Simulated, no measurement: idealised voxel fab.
Proc. module: voxel tone inversion
Square cells of 5 nm make up the cross-section cut, whose width is 200 nm.
Heads up, the way a cross-section reads in here is a grid of square cells, handed over as bands from the top down, with every band being one or more rows of cells.
A band entry consists of two parts. The first gives the height of the band's top and the height of its bottom, in nm. The rest lists the band's materials from left to right, each with its width in nm. A single material labelled with the word "everywhere" fills the band from edge to edge, and the word "empty" marks empty space.
Height is counted from the level 0, under which the received wafer is composed throughout of one material. The lowest of the bands is not closed at the bottom but continues downward, in the notation "0 down".
Width spec "30..40" -> top row of cells at first value, bottom row at second value, equal per-row change in between.
Where a step carries "nothing got changed", the cross-section came out of it unchanged, cell for cell.
"Catalogued sealed voids" - sealed voids, min. 8 cells, no opening to top; format: width x height at distance (distance from left edge; nm throughout).
On each step's line, the part that comes after the settings is the simulator's own comment on the step.
Among the settings permitted on a step's line is "overlay nm"; applied to a step with a mask, it specifies the extent to which the mask lay to the right of its planned position, whereas a negative figure signifies a position to the left.

# Intended process steps
1,RECEIVE [material Si]
2,CONFORMAL_DEP [material SiN] [thk nm 5]
3,DIRECTIONAL_DEP [material aC] [thk nm 25]
4,PATTERN [tone cover] [mask id POSTS] [material resist] [width nm 25] [pitch nm 50] [thk nm 35] [overlay nm 0]
5,DIRECTIONAL_ETCH [etch materials aC] [depth nm 25]
6,STRIP [etch materials resist]
7,FILL_DEP [material SiO2] [thk nm 10]
8,CMP [height nm 30]
9,STRIP [etch materials aC]
10,CONFORMAL_DEP [material TiN] [thk nm 5]
11,FILL_DEP [material Cu] [thk nm 5]
12,CMP [height nm 30]
13,CONFORMAL_DEP [material SiN] [thk nm 5]

# Cross-section of the wafer upon arrival, representing the state reached after step 1
- 0 down = Si everywhere
- Catalogued sealed voids: none

# Here's the wafer cut in cross-section after the module, started and planned just like above, except one thing was done wrong in the run
- 25 to 20 = SiN everywhere
- 20 to 10 = SiO2 60  TiN 5  Cu 15  TiN 5  SiO2 25  TiN 5  Cu 15  TiN 5  SiO2 65
- 10 to 5 = SiO2 60  TiN 25  SiO2 25  TiN 25  SiO2 65
- 5 to 0 = SiN everywhere
- 0 down = Si everywhere
- Catalogued sealed voids: none
Plan not followed: off-plan run, step 12, actual operation and settings CMP [height nm 20]
